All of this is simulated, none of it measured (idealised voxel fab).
process module | voxel transistor to metal
Section shown: cut. Width: 290 nm. Cell size: 5 nm, square.
Notation: cross-section as square-cell grid; stated in bands, top first, going down; one or more cell rows per band. Band: top and bottom heights (nm) first, top before bottom; then materials from left to right, widths in nm. "everywhere" marks a sole material filling the band edge to edge. "blank" denotes empty space. Heights are expressed relative to 0, this being the level below which the as-received wafer comprises one material exclusively. The lowest band is unbounded in the downward direction and is denoted as in "0 nm and below". Quick explanation for "30->40": the width changes in equal steps down the rows of cells, from the first number in the band's top row to the second number in its bottom row. Where the words "nothing got changed" appear for a step, the cross-section shows no cell changed by that step; every cell remained as before. The list in "Enclosed internal voids" covers empty spaces of 8 cells or more that cannot reach the top through any open way, and it gives each as width x height at distance; the distance is from the left edge, and width, height and distance are in nm. Text after the settings on a step's line: the simulator's own remark on that step. "overlay nm", when on a step's line for a step with a mask, measures how far to the right of its planned place the mask lay; a negative measure means to the left. Guide to the pairs. Each holds a before and an after cross-section around one process step; the after cross-section is cut off at the lowest band that changed. Look under the pair for the step between them and its settings. Pairs can come from different runs of this module on the same starting wafer, so a pair follows on from the one above it only where its entry headed "Before the process" says it does.

**Before the process**
60 nm to 55 nm: 50 nm TiN; 5 nm blank; 65 nm TiN; 5 nm blank; 40 nm TiN; 5 nm blank; 65 nm TiN; 5 nm blank; 50 nm TiN
55 nm to 35 nm: 45 nm lowk; 5 nm TiN; 5 nm blank; 5 nm TiN; 55 nm lowk; 5 nm TiN; 5 nm blank; 5 nm TiN; 30 nm lowk; 5 nm TiN; 5 nm blank; 5 nm TiN; 55 nm lowk; 5 nm TiN; 5 nm blank; 5 nm TiN; 45 nm lowk
35 nm to 30 nm: 45 nm SiN; 15 nm TiN; 55 nm SiN; 15 nm TiN; 30 nm SiN; 15 nm TiN; 55 nm SiN; 15 nm TiN; 45 nm SiN
30 nm to 20 nm: 45 nm SiO2; 5 nm TiN; 5 nm W; 5 nm TiN; 55 nm SiO2; 5 nm TiN; 5 nm W; 5 nm TiN; 30 nm SiO2; 5 nm TiN; 5 nm W; 5 nm TiN; 55 nm SiO2; 5 nm TiN; 5 nm W; 5 nm TiN; 45 nm SiO2
20 nm to 15 nm: 45 nm SiO2; 5 nm TiN; 5 nm W; 5 nm TiN; 10 nm SiN; 5 nm lowk; 5 nm HfO2; 5 nm TiN; 5 nm W; 5 nm TiN; 5 nm HfO2; 5 nm lowk; 10 nm SiN; 5 nm TiN; 5 nm W; 5 nm TiN; 30 nm SiO2; 5 nm TiN; 5 nm W; 5 nm TiN; 10 nm SiN; 5 nm lowk; 5 nm HfO2; 5 nm TiN; 5 nm W; 5 nm TiN; 5 nm HfO2; 5 nm lowk; 10 nm SiN; 5 nm TiN; 5 nm W; 5 nm TiN; 45 nm SiO2
15 nm to 10 nm: 45 nm SiO2; 15 nm TiN; 10 nm SiN; 5 nm lowk; 5 nm HfO2; 5 nm TiN; 5 nm W; 5 nm TiN; 5 nm HfO2; 5 nm lowk; 10 nm SiN; 15 nm TiN; 30 nm SiO2; 15 nm TiN; 10 nm SiN; 5 nm lowk; 5 nm HfO2; 5 nm TiN; 5 nm W; 5 nm TiN; 5 nm HfO2; 5 nm lowk; 10 nm SiN; 15 nm TiN; 45 nm SiO2
10 nm to 0 nm: 60 nm SiO2; 10 nm SiN; 5 nm lowk; 5 nm HfO2; 5 nm TiN; 5 nm W; 5 nm TiN; 5 nm HfO2; 5 nm lowk; 10 nm SiN; 60 nm SiO2; 10 nm SiN; 5 nm lowk; 5 nm HfO2; 5 nm TiN; 5 nm W; 5 nm TiN; 5 nm HfO2; 5 nm lowk; 10 nm SiN; 60 nm SiO2
0 nm to -5 nm: 75 nm lowk; 5 nm HfO2; 15 nm TiN; 5 nm HfO2; 90 nm lowk; 5 nm HfO2; 15 nm TiN; 5 nm HfO2; 75 nm lowk
-5 nm to -10 nm: 70 nm SiO2; 35 nm HfO2; 80 nm SiO2; 35 nm HfO2; 70 nm SiO2
-10 nm to -40 nm: 40 nm SiO2; 95 nm Si; 20 nm SiO2; 95 nm Si; 40 nm SiO2
-40 nm and below: Si everywhere
Enclosed internal voids: none

**Post-Step Section View**
70 nm to 60 nm: Ru everywhere
60 nm to 55 nm: 50 nm TiN; 5 nm Ru; 65 nm TiN; 5 nm Ru; 40 nm TiN; 5 nm Ru; 65 nm TiN; 5 nm Ru; 50 nm TiN
55 nm to 35 nm: 45 nm lowk; 5 nm TiN; 5 nm Ru; 5 nm TiN; 55 nm lowk; 5 nm TiN; 5 nm Ru; 5 nm TiN; 30 nm lowk; 5 nm TiN; 5 nm Ru; 5 nm TiN; 55 nm lowk; 5 nm TiN; 5 nm Ru; 5 nm TiN; 45 nm lowk
Everything below 35 is unchanged.
Enclosed internal voids: none
The step that takes the structure from the upper cross-section to the lower one is FILL_DEP [material Ru] [thk nm 10]

Before the process: starting point is the after cross-section of the pair just above.

**Post-Step Section View**
55 nm to 35 nm: 45 nm lowk; 5 nm TiN; 5 nm Ru; 5 nm TiN; 55 nm lowk; 5 nm TiN; 5 nm Ru; 5 nm TiN; 30 nm lowk; 5 nm TiN; 5 nm Ru; 5 nm TiN; 55 nm lowk; 5 nm TiN; 5 nm Ru; 5 nm TiN; 45 nm lowk
Everything below 35 is unchanged.
Enclosed internal voids: none
The step that takes the structure from the upper cross-section to the lower one is CMP [height nm 55]

Before the process: starting point is the after cross-section of the pair just above.

**Post-Step Section View**
60 nm to 55 nm: SiCN everywhere
Everything below 55 is unchanged.
Enclosed internal voids: none
The step that takes the structure from the upper cross-section to the lower one is CONFORMAL_DEP [material SiCN] [thk nm 5]

Before the process: starting point is the after cross-section of the pair just above.

**Post-Step Section View**
85 nm to 60 nm: lowk everywhere
Everything below 60 is unchanged.
Enclosed internal voids: none
The step that takes the structure from the upper cross-section to the lower one is DIRECTIONAL_DEP [material lowk] [thk nm 25]

Before the process: starting point is the after cross-section of the pair just above.

**Post-Step Section View**
100 nm to 85 nm: 45 nm resist; 15 nm blank; 100 nm resist; 15 nm blank; 115 nm resist
Everything below 85 is unchanged.
Enclosed internal voids: none
The step that takes the structure from the upper cross-section to the lower one is PATTERN [tone open] [mask id METAL_2] [material resist] [width nm 15] [pitch nm 115] [thk nm 15] [overlay nm 0]

Before the process: starting point is the after cross-section of the pair just above.

**Post-Step Section View**
100 nm to 85 nm: 45 nm resist; 15 nm blank; 100 nm resist; 15 nm blank; 115 nm resist
85 nm to 70 nm: 45 nm lowk; 15 nm blank; 100 nm lowk; 15 nm blank; 115 nm lowk
Everything below 70 is unchanged.
Enclosed internal voids: none
The step that takes the structure from the upper cross-section to the lower one is DIRECTIONAL_ETCH [etch materials lowk] [depth nm 15]

Before the process: starting point is the after cross-section of the pair just above.

**Post-Step Section View**
85 nm to 70 nm: 45 nm lowk; 15 nm blank; 100 nm lowk; 15 nm blank; 115 nm lowk
Everything below 70 is unchanged.
Enclosed internal voids: none
The step that takes the structure from the upper cross-section to the lower one is STRIP [etch materials resist]

Before the process: starting point is the after cross-section of the pair just above.

**Post-Step Section View**
100 nm to 85 nm: 45 nm aC; 15 nm blank; 100 nm aC; 15 nm blank; 115 nm aC
85 nm to 70 nm: 45 nm lowk; 15 nm aC; 100 nm lowk; 15 nm aC; 115 nm lowk
Everything below 70 is unchanged.
Enclosed internal voids: none
The step that takes the structure from the upper cross-section to the lower one is DIRECTIONAL_DEP [material aC] [thk nm 15]

Before the process: starting point is the after cross-section of the pair just above.

**Post-Step Section View**
130 nm to 100 nm: 45 nm resist; 15 nm blank; 100 nm resist; 15 nm blank; 115 nm resist
Everything below 100 is unchanged.
Enclosed internal voids: none
The step that takes the structure from the upper cross-section to the lower one is PATTERN [tone open] [mask id METAL_2_HOLES] [material resist] [width nm 15] [pitch nm 115] [thk nm 30] [overlay nm 0]

Before the process: starting point is the after cross-section of the pair just above.

**Post-Step Section View**
115 nm to 100 nm: 45 nm resist; 15 nm blank; 100 nm resist; 15 nm blank; 115 nm resist
100 nm to 85 nm: 45 nm aC; 15 nm blank; 100 nm aC; 15 nm blank; 115 nm aC
85 nm to 70 nm: 45 nm lowk; 15 nm blank; 100 nm lowk; 15 nm blank; 115 nm lowk
Everything below 70 is unchanged.
Enclosed internal voids: none
The step that takes the structure from the upper cross-section to the lower one is DIRECTIONAL_ETCH [etch materials aC] [depth nm 15]

Before the process: starting point is the after cross-section of the pair just above.

**Post-Step Section View**
100 nm to 85 nm: 45 nm aC; 15 nm blank; 100 nm aC; 15 nm blank; 115 nm aC
Everything below 85 is unchanged.
Enclosed internal voids: none
The step that takes the structure from the upper cross-section to the lower one is STRIP [etch materials resist]

Before the process: starting point is the after cross-section of the pair just above.

**Post-Step Section View**
100 nm to 85 nm: 45 nm aC; 15 nm blank; 100 nm aC; 15 nm blank; 115 nm aC
85 nm to 60 nm: 45 nm lowk; 15 nm blank; 100 nm lowk; 15 nm blank; 115 nm lowk
Everything below 60 is unchanged.
Enclosed internal voids: none
The step that takes the structure from the upper cross-section to the lower one is DIRECTIONAL_ETCH [etch materials lowk] [depth nm 10]

Before the process: starting point is the after cross-section of the pair just above.

**Post-Step Section View**
100 nm to 85 nm: 45 nm aC; 15 nm blank; 100 nm aC; 15 nm blank; 115 nm aC
85 nm to 60 nm: 45 nm lowk; 15 nm blank; 100 nm lowk; 15 nm blank; 115 nm lowk
60 nm to 55 nm: 45 nm SiCN; 15 nm blank; 100 nm SiCN; 15 nm blank; 115 nm SiCN
Everything below 55 is unchanged.
Enclosed internal voids: none
The step that takes the structure from the upper cross-section to the lower one is DIRECTIONAL_ETCH [etch materials SiCN] [depth nm 5]

Before the process: starting point is the after cross-section of the pair just above.

**Post-Step Section View**
85 nm to 60 nm: 45 nm lowk; 15 nm blank; 100 nm lowk; 15 nm blank; 115 nm lowk
Everything below 60 is unchanged.
Enclosed internal voids: none
The step that takes the structure from the upper cross-section to the lower one is STRIP [etch materials aC]

Before the process: starting point is the after cross-section of the pair just above.

**Post-Step Section View**
90 nm to 85 nm: 50 nm TiN; 5 nm blank; 110 nm TiN; 5 nm blank; 120 nm TiN
85 nm to 60 nm: 45 nm lowk; 5 nm TiN; 5 nm blank; 5 nm TiN; 100 nm lowk; 5 nm TiN; 5 nm blank; 5 nm TiN; 115 nm lowk
60 nm to 55 nm: 45 nm SiCN; 15 nm TiN; 100 nm SiCN; 15 nm TiN; 115 nm SiCN
Everything below 55 is unchanged.
Enclosed internal voids: none
The step that takes the structure from the upper cross-section to the lower one is CONFORMAL_DEP [material TiN] [thk nm 5]

Before the process: starting point is the after cross-section of the pair just above.

**Post-Step Section View**
95 nm to 90 nm: Ru everywhere
90 nm to 85 nm: 50 nm TiN; 5 nm Ru; 110 nm TiN; 5 nm Ru; 120 nm TiN
85 nm to 60 nm: 45 nm lowk; 5 nm TiN; 5 nm Ru; 5 nm TiN; 100 nm lowk; 5 nm TiN; 5 nm Ru; 5 nm TiN; 115 nm lowk
Everything below 60 is unchanged.
Enclosed internal voids: none
The step that takes the structure from the upper cross-section to the lower one is FILL_DEP [material Ru] [thk nm 5]

Before the process: starting point is the after cross-section of the pair just above.

**Post-Step Section View**
85 nm to 60 nm: 45 nm lowk; 5 nm TiN; 5 nm Ru; 5 nm TiN; 100 nm lowk; 5 nm TiN; 5 nm Ru; 5 nm TiN; 115 nm lowk
Everything below 60 is unchanged.
Enclosed internal voids: none
The step that takes the structure from the upper cross-section to the lower one is CMP [height nm 85]

Before the process: starting point is the after cross-section of the pair just above.

**Post-Step Section View**
90 nm to 85 nm: SiCN everywhere
Everything below 85 is unchanged.
Enclosed internal voids: none
The step that takes the structure from the upper cross-section to the lower one is CONFORMAL_DEP [material SiCN] [thk nm 5]

**Before the process**
55 nm to 35 nm: lowk everywhere
35 nm to 30 nm: SiN everywhere
30 nm to 20 nm: 45 nm SiO2; 5 nm TiN; 5 nm W; 5 nm TiN; 55 nm SiO2; 5 nm TiN; 5 nm W; 5 nm TiN; 30 nm SiO2; 5 nm TiN; 5 nm W; 5 nm TiN; 55 nm SiO2; 5 nm TiN; 5 nm W; 5 nm TiN; 45 nm SiO2
20 nm to 15 nm: 45 nm SiO2; 5 nm TiN; 5 nm W; 5 nm TiN; 10 nm SiN; 5 nm HfO2; 5 nm TiN; 15 nm W; 5 nm TiN; 5 nm HfO2; 10 nm SiN; 5 nm TiN; 5 nm W; 5 nm TiN; 30 nm SiO2; 5 nm TiN; 5 nm W; 5 nm TiN; 10 nm SiN; 5 nm HfO2; 5 nm TiN; 15 nm W; 5 nm TiN; 5 nm HfO2; 10 nm SiN; 5 nm TiN; 5 nm W; 5 nm TiN; 45 nm SiO2
15 nm to 10 nm: 45 nm SiO2; 15 nm TiN; 10 nm SiN; 5 nm HfO2; 5 nm TiN; 15 nm W; 5 nm TiN; 5 nm HfO2; 10 nm SiN; 15 nm TiN; 30 nm SiO2; 15 nm TiN; 10 nm SiN; 5 nm HfO2; 5 nm TiN; 15 nm W; 5 nm TiN; 5 nm HfO2; 10 nm SiN; 15 nm TiN; 45 nm SiO2
10 nm to 0 nm: 40 nm SiO2; 20 nm nSi; 10 nm SiN; 5 nm HfO2; 5 nm TiN; 15 nm W; 5 nm TiN; 5 nm HfO2; 10 nm SiN; 20 nm nSi; 20 nm SiO2; 20 nm nSi; 10 nm SiN; 5 nm HfO2; 5 nm TiN; 15 nm W; 5 nm TiN; 5 nm HfO2; 10 nm SiN; 20 nm nSi; 40 nm SiO2
0 nm to -5 nm: 40 nm SiO2; 20 nm nSi; 10 nm SiN; 5 nm HfO2; 25 nm TiN; 5 nm HfO2; 10 nm SiN; 20 nm nSi; 20 nm SiO2; 20 nm nSi; 10 nm SiN; 5 nm HfO2; 25 nm TiN; 5 nm HfO2; 10 nm SiN; 20 nm nSi; 40 nm SiO2
-5 nm to -10 nm: 35 nm SiO2; 25 nm nSi; 10 nm SiO2; 35 nm HfO2; 10 nm SiO2; 25 nm nSi; 10 nm SiO2; 25 nm nSi; 10 nm SiO2; 35 nm HfO2; 10 nm SiO2; 25 nm nSi; 35 nm SiO2
-10 nm to -25 nm: 40 nm SiO2; 20 nm nSi; 55 nm Si; 20 nm nSi; 20 nm SiO2; 20 nm nSi; 55 nm Si; 20 nm nSi; 40 nm SiO2
-25 nm to -40 nm: 40 nm SiO2; 95 nm Si; 20 nm SiO2; 95 nm Si; 40 nm SiO2
-40 nm and below: Si everywhere
Enclosed internal voids: none

**Post-Step Section View**
55 nm to 35 nm: 45 nm blank; 15 nm lowk; 55 nm blank; 15 nm lowk; 30 nm blank; 15 nm lowk; 55 nm blank; 15 nm lowk; 45 nm blank
Everything below 35 is unchanged.
Enclosed internal voids: none
The step that takes the structure from the upper cross-section to the lower one is MASKED_ETCH [tone cover] [mask id METAL_1] [width nm 15] [etch materials lowk] [depth nm 20] [overlay nm 0]

Before the process: starting point is the after cross-section of the pair just above.

**Post-Step Section View**
60 nm to 55 nm: 40 nm blank; 25 nm TiN; 45 nm blank; 25 nm TiN; 20 nm blank; 25 nm TiN; 45 nm blank; 25 nm TiN; 40 nm blank
55 nm to 40 nm: 40 nm blank; 5 nm TiN; 15 nm lowk; 5 nm TiN; 45 nm blank; 5 nm TiN; 15 nm lowk; 5 nm TiN; 20 nm blank; 5 nm TiN; 15 nm lowk; 5 nm TiN; 45 nm blank; 5 nm TiN; 15 nm lowk; 5 nm TiN; 40 nm blank
40 nm to 35 nm: 45 nm TiN; 15 nm lowk; 55 nm TiN; 15 nm lowk; 30 nm TiN; 15 nm lowk; 55 nm TiN; 15 nm lowk; 45 nm TiN
Everything below 35 is unchanged.
Enclosed internal voids: none
The step that takes the structure from the upper cross-section to the lower one is CONFORMAL_DEP [material TiN] [thk nm 5]

Before the process: starting point is the after cross-section of the pair just above.

**Post-Step Section View**
70 nm to 60 nm: Ru everywhere
60 nm to 55 nm: 40 nm Ru; 25 nm TiN; 45 nm Ru; 25 nm TiN; 20 nm Ru; 25 nm TiN; 45 nm Ru; 25 nm TiN; 40 nm Ru
55 nm to 40 nm: 40 nm Ru; 5 nm TiN; 15 nm lowk; 5 nm TiN; 45 nm Ru; 5 nm TiN; 15 nm lowk; 5 nm TiN; 20 nm Ru; 5 nm TiN; 15 nm lowk; 5 nm TiN; 45 nm Ru; 5 nm TiN; 15 nm lowk; 5 nm TiN; 40 nm Ru
Everything below 40 is unchanged.
Enclosed internal voids: none
The step that takes the structure from the upper cross-section to the lower one is FILL_DEP [material Ru] [thk nm 10]

Before the process: starting point is the after cross-section of the pair just above.

**Post-Step Section View**
55 nm to 40 nm: 40 nm Ru; 5 nm TiN; 15 nm lowk; 5 nm TiN; 45 nm Ru; 5 nm TiN; 15 nm lowk; 5 nm TiN; 20 nm Ru; 5 nm TiN; 15 nm lowk; 5 nm TiN; 45 nm Ru; 5 nm TiN; 15 nm lowk; 5 nm TiN; 40 nm Ru
Everything below 40 is unchanged.
Enclosed internal voids: none
The step that takes the structure from the upper cross-section to the lower one is CMP [height nm 55]

Before the process: starting point is the after cross-section of the pair just above.

**Post-Step Section View**
60 nm to 55 nm: SiCN everywhere
Everything below 55 is unchanged.
Enclosed internal voids: none
The step that takes the structure from the upper cross-section to the lower one is CONFORMAL_DEP [material SiCN] [thk nm 5]

Before the process: starting point is the after cross-section of the pair just above.

**Post-Step Section View**
85 nm to 60 nm: lowk everywhere
Everything below 60 is unchanged.
Enclosed internal voids: none
The step that takes the structure from the upper cross-section to the lower one is DIRECTIONAL_DEP [material lowk] [thk nm 25]

Before the process: starting point is the after cross-section of the pair just above.

**Post-Step Section View**
100 nm to 85 nm: 45 nm resist; 15 nm blank; 100 nm resist; 15 nm blank; 115 nm resist
Everything below 85 is unchanged.
Enclosed internal voids: none
The step that takes the structure from the upper cross-section to the lower one is PATTERN [tone open] [mask id METAL_2] [material resist] [width nm 15] [pitch nm 115] [thk nm 15] [overlay nm 0]

Before the process: starting point is the after cross-section of the pair just above.

**Post-Step Section View**
100 nm to 85 nm: 45 nm resist; 15 nm blank; 100 nm resist; 15 nm blank; 115 nm resist
85 nm to 70 nm: 45 nm lowk; 15 nm blank; 100 nm lowk; 15 nm blank; 115 nm lowk
Everything below 70 is unchanged.
Enclosed internal voids: none
The step that takes the structure from the upper cross-section to the lower one is DIRECTIONAL_ETCH [etch materials lowk] [depth nm 15]

Before the process: starting point is the after cross-section of the pair just above.

**Post-Step Section View**
85 nm to 70 nm: 45 nm lowk; 15 nm blank; 100 nm lowk; 15 nm blank; 115 nm lowk
Everything below 70 is unchanged.
Enclosed internal voids: none
The step that takes the structure from the upper cross-section to the lower one is STRIP [etch materials resist]

Before the process: starting point is the after cross-section of the pair just above.

**Post-Step Section View**
100 nm to 85 nm: 45 nm aC; 15 nm blank; 100 nm aC; 15 nm blank; 115 nm aC
85 nm to 70 nm: 45 nm lowk; 15 nm aC; 100 nm lowk; 15 nm aC; 115 nm lowk
Everything below 70 is unchanged.
Enclosed internal voids: none
The step that takes the structure from the upper cross-section to the lower one is DIRECTIONAL_DEP [material aC] [thk nm 15]

Before the process: starting point is the after cross-section of the pair just above.

**Post-Step Section View**
130 nm to 100 nm: 45 nm resist; 15 nm blank; 100 nm resist; 15 nm blank; 115 nm resist
Everything below 100 is unchanged.
Enclosed internal voids: none
The step that takes the structure from the upper cross-section to the lower one is PATTERN [tone open] [mask id METAL_2_HOLES] [material resist] [width nm 15] [pitch nm 115] [thk nm 30] [overlay nm 0]

Before the process: starting point is the after cross-section of the pair just above.

**Post-Step Section View**
115 nm to 100 nm: 45 nm resist; 15 nm blank; 100 nm resist; 15 nm blank; 115 nm resist
100 nm to 85 nm: 45 nm aC; 15 nm blank; 100 nm aC; 15 nm blank; 115 nm aC
85 nm to 70 nm: 45 nm lowk; 15 nm blank; 100 nm lowk; 15 nm blank; 115 nm lowk
Everything below 70 is unchanged.
Enclosed internal voids: none
The step that takes the structure from the upper cross-section to the lower one is DIRECTIONAL_ETCH [etch materials aC] [depth nm 15]

Before the process: starting point is the after cross-section of the pair just above.

**Post-Step Section View**
100 nm to 85 nm: 45 nm aC; 15 nm blank; 100 nm aC; 15 nm blank; 115 nm aC
Everything below 85 is unchanged.
Enclosed internal voids: none
The step that takes the structure from the upper cross-section to the lower one is STRIP [etch materials resist]

Before the process: starting point is the after cross-section of the pair just above.

**Post-Step Section View**
100 nm to 85 nm: 45 nm aC; 15 nm blank; 100 nm aC; 15 nm blank; 115 nm aC
85 nm to 60 nm: 45 nm lowk; 15 nm blank; 100 nm lowk; 15 nm blank; 115 nm lowk
Everything below 60 is unchanged.
Enclosed internal voids: none
The step that takes the structure from the upper cross-section to the lower one is DIRECTIONAL_ETCH [etch materials lowk] [depth nm 10]

Before the process: starting point is the after cross-section of the pair just above.

**Post-Step Section View**
100 nm to 85 nm: 45 nm aC; 15 nm blank; 100 nm aC; 15 nm blank; 115 nm aC
85 nm to 60 nm: 45 nm lowk; 15 nm blank; 100 nm lowk; 15 nm blank; 115 nm lowk
60 nm to 55 nm: 45 nm SiCN; 15 nm blank; 100 nm SiCN; 15 nm blank; 115 nm SiCN
Everything below 55 is unchanged.
Enclosed internal voids: none
The step that takes the structure from the upper cross-section to the lower one is DIRECTIONAL_ETCH [etch materials SiCN] [depth nm 5]

Before the process: starting point is the after cross-section of the pair just above.

**Post-Step Section View**
85 nm to 60 nm: 45 nm lowk; 15 nm blank; 100 nm lowk; 15 nm blank; 115 nm lowk
Everything below 60 is unchanged.
Enclosed internal voids: none
The step that takes the structure from the upper cross-section to the lower one is STRIP [etch materials aC]

Before the process: starting point is the after cross-section of the pair just above.

**Post-Step Section View**
90 nm to 85 nm: 50 nm TiN; 5 nm blank; 110 nm TiN; 5 nm blank; 120 nm TiN
85 nm to 60 nm: 45 nm lowk; 5 nm TiN; 5 nm blank; 5 nm TiN; 100 nm lowk; 5 nm TiN; 5 nm blank; 5 nm TiN; 115 nm lowk
60 nm to 55 nm: 45 nm SiCN; 15 nm TiN; 100 nm SiCN; 15 nm TiN; 115 nm SiCN
Everything below 55 is unchanged.
Enclosed internal voids: none
The step that takes the structure from the upper cross-section to the lower one is CONFORMAL_DEP [material TiN] [thk nm 5]

Before the process: starting point is the after cross-section of the pair just above.

**Post-Step Section View**
95 nm to 90 nm: Ru everywhere
90 nm to 85 nm: 50 nm TiN; 5 nm Ru; 110 nm TiN; 5 nm Ru; 120 nm TiN
85 nm to 60 nm: 45 nm lowk; 5 nm TiN; 5 nm Ru; 5 nm TiN; 100 nm lowk; 5 nm TiN; 5 nm Ru; 5 nm TiN; 115 nm lowk
Everything below 60 is unchanged.
Enclosed internal voids: none
The step that takes the structure from the upper cross-section to the lower one is FILL_DEP [material Ru] [thk nm 5]

Before the process: starting point is the after cross-section of the pair just above.

**Post-Step Section View**
85 nm to 60 nm: 45 nm lowk; 5 nm TiN; 5 nm Ru; 5 nm TiN; 100 nm lowk; 5 nm TiN; 5 nm Ru; 5 nm TiN; 115 nm lowk
Everything below 60 is unchanged.
Enclosed internal voids: none
The step that takes the structure from the upper cross-section to the lower one is CMP [height nm 85]

Before the process: starting point is the after cross-section of the pair just above.

**Post-Step Section View**
90 nm to 85 nm: SiCN everywhere
Everything below 85 is unchanged.
Enclosed internal voids: none
The step that takes the structure from the upper cross-section to the lower one is CONFORMAL_DEP [material SiCN] [thk nm 5]
